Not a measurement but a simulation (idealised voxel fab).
process module | voxel tone inversion
cross-section cut | 265 nm wide | cells 5 nm
A cross-section is a grid of square cells, given in bands from the top down. A band is one or more rows of cells.
Each band's line starts with the height of the band's top and of its bottom, in nm. Then come its materials from left to right, each with its width in nm. One material with "throughout" fills the band from edge to edge. "air" is empty space.
Height 0 is the level under which the wafer as received is all one material. The lowest band goes on downwards, as in "0 down".
A width such as "30 to 40" changes by the same amount from each row of cells to the next, from the band's top row to its bottom row.
"no change" after a step means that no cell of the cross-section changed.
closed voids: empty space of 8 cells or more with no open way to the top, each as width x height at its distance from the left edge, in nm
after a step's settings: what the simulator itself notes on the step
overlay nm, on a step with a mask: how far to the right of its planned place the mask lay; to the left if negative
plan
1 op RECEIVE | material Si
2 op CONFORMAL_DEP | material SiCN | thk nm 10
3 op DIRECTIONAL_DEP | material polySi | thk nm 25
4 op PATTERN | tone cover | mask id POSTS | material resist | width nm 25 | pitch nm 40 | thk nm 35 | overlay nm 0
5 op DIRECTIONAL_ETCH | etch materials polySi | depth nm 15
6 op STRIP | etch materials resist
7 op FILL_DEP | material SiO2 | thk nm 10
8 op CMP | height nm 35
9 op STRIP | etch materials polySi
varied across the wafers: depth nm of step 5. The plan shows the first wafer's value. All wafers start alike
first wafer as received, after step 1
  0 down: Si throughout
  closed voids: none
first wafer at the end, after step 9
  10 to 0: SiCN throughout
  0 down: Si throughout
  closed voids: none
last wafer at the end
  35 to 10: SiO2 80 | air 25 | SiO2 15 | air 25 | SiO2 15 | air 25 | SiO2 80
  10 to 0: SiCN throughout
  0 down: Si throughout
  closed voids: none
each wafer at the end: cells of each material gained (+) or lost (-) since it was received, then its closed voids
depth nm 15 | +106 SiCN | closed voids: none
depth nm 20 | +106 SiCN | closed voids: none
depth nm 25 | +106 SiCN | +190 SiO2 | closed voids: none
depth nm 30 | +106 SiCN | +190 SiO2 | closed voids: none
depth nm 35 | +106 SiCN | +190 SiO2 | closed voids: none
depth nm 40 | +106 SiCN | +190 SiO2 | closed voids: none
